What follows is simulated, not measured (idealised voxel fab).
process module | voxel wiring stack
cross-section cut | 195 nm wide | cells 5 nm
A cross-section is a grid of square cells, given in bands from the top down. A band is one or more rows of cells.
Each band's line starts with the height of the band's top and of its bottom, in nm. Then come its materials from left to right, each with its width in nm. One material with "throughout" fills the band from edge to edge. "air" is empty space.
Height 0 is the level under which the wafer as received is all one material. The lowest band goes on downwards, as in "0 down".
A width such as "30 to 40" changes by the same amount from each row of cells to the next, from the band's top row to its bottom row.
"no change" after a step means that no cell of the cross-section changed.
closed voids: empty space of 8 cells or more with no open way to the top, each as width x height at its distance from the left edge, in nm
after a step's settings: what the simulator itself notes on the step
overlay nm, on a step with a mask: how far to the right of its planned place the mask lay; to the left if negative
plan
1 op RECEIVE | material Si
2 op CONFORMAL_DEP | material SiO2 | thk nm 10
3 op DIRECTIONAL_DEP | material TiN | thk nm 5
4 op DIRECTIONAL_DEP | material W | thk nm 20
5 op MASKED_ETCH | tone cover | mask id METAL_1 | width nm 25 | pitch nm 40 | etch materials W | depth nm 20 | overlay nm 0
6 op MASKED_ETCH | tone cover | mask id METAL_1 | width nm 25 | pitch nm 40 | etch materials TiN | depth nm 5 | overlay nm 0
7 op CONFORMAL_DEP | material SiN | thk nm 5
8 op FILL_DEP | material lowk | thk nm 5
9 op CMP | height nm 35
10 op CONFORMAL_DEP | material SiCN | thk nm 5
11 op DIRECTIONAL_DEP | material lowk | thk nm 15
12 op MASKED_ETCH | tone open | mask id PLUG_1 | width nm 15 | pitch nm 40 | etch materials lowk | depth nm 15 | overlay nm 0
13 op MASKED_ETCH | tone open | mask id PLUG_1 | width nm 15 | pitch nm 40 | etch materials SiCN | depth nm 5 | overlay nm 0
14 op EPI | material Ru | thk nm 10
15 op EPI | material Ru | thk nm 10
16 op CONFORMAL_DEP | material SiCN | thk nm 5
17 op DIRECTIONAL_DEP | material SiO2 | thk nm 20
18 op PATTERN | tone open | mask id METAL_2 | material resist | width nm 25 | pitch nm 40 | thk nm 20 | overlay nm 0
19 op DIRECTIONAL_ETCH | etch materials SiO2 | depth nm 20
20 op DIRECTIONAL_ETCH | etch materials SiCN | depth nm 5
21 op STRIP | etch materials resist
22 op CONFORMAL_DEP | material TiN | thk nm 5
23 op FILL_DEP | material Ru | thk nm 5
24 op CMP | height nm 80
25 op CONFORMAL_DEP | material SiCN | thk nm 5
as received, after step 1
  0 down: Si throughout
  closed voids: none
first wafer at the end, as planned
  85 to 80: SiCN throughout
  80 to 60: SiO2 25 | TiN 5 | Ru 15 | TiN 5 | SiO2 15 | TiN 5 | Ru 15 | TiN 5 | SiO2 15 | TiN 5 | Ru 15 | TiN 5 | SiO2 15 | TiN 5 | Ru 15 | TiN 5 | SiO2 25
  60 to 55: SiCN 25 | TiN 25 | SiCN 15 | TiN 25 | SiCN 15 | TiN 25 | SiCN 15 | TiN 25 | SiCN 25
  55 to 40: lowk 25 | Ru 15 | lowk 25 | Ru 15 | lowk 25 | Ru 15 | lowk 25 | Ru 15 | lowk 35
  40 to 35: SiCN 25 | Ru 15 | SiCN 25 | Ru 15 | SiCN 25 | Ru 15 | SiCN 25 | Ru 15 | SiCN 35
  35 to 15: lowk 20 | SiN 5 | W 25 | SiN 5 | lowk 5 | SiN 5 | W 25 | SiN 5 | lowk 5 | SiN 5 | W 25 | SiN 5 | lowk 5 | SiN 5 | W 25 | SiN 5 | lowk 20
  15 to 10: SiN 25 | TiN 25 | SiN 15 | TiN 25 | SiN 15 | TiN 25 | SiN 15 | TiN 25 | SiN 25
  10 to 0: SiO2 throughout
  0 down: Si throughout
  closed voids: none
second wafer at the end: like start, like plan, one mistake
  85 to 80: SiCN throughout
  80 to 60: SiO2 35 | TiN 5 | Ru 15 | TiN 5 | SiO2 15 | TiN 5 | Ru 15 | TiN 5 | SiO2 15 | TiN 5 | Ru 15 | TiN 5 | SiO2 15 | TiN 5 | Ru 15 | TiN 5 | SiO2 15
  60 to 55: SiCN 35 | TiN 25 | SiCN 15 | TiN 25 | SiCN 15 | TiN 25 | SiCN 15 | TiN 25 | SiCN 15
  55 to 40: lowk 25 | Ru 15 | lowk 25 | Ru 15 | lowk 25 | Ru 15 | lowk 25 | Ru 15 | lowk 35
  40 to 35: SiCN 25 | Ru 15 | SiCN 25 | Ru 15 | SiCN 25 | Ru 15 | SiCN 25 | Ru 15 | SiCN 35
  35 to 15: lowk 20 | SiN 5 | W 25 | SiN 5 | lowk 5 | SiN 5 | W 25 | SiN 5 | lowk 5 | SiN 5 | W 25 | SiN 5 | lowk 5 | SiN 5 | W 25 | SiN 5 | lowk 20
  15 to 10: SiN 25 | TiN 25 | SiN 15 | TiN 25 | SiN 15 | TiN 25 | SiN 15 | TiN 25 | SiN 25
  10 to 0: SiO2 throughout
  0 down: Si throughout
  closed voids: none
what went wrong: step 18 ran as: op PATTERN | tone open | mask id METAL_2 | material resist | width nm 25 | pitch nm 40 | thk nm 20 | overlay nm 10
at the end the second wafer has, in cells: as many of each material as the first, in other places
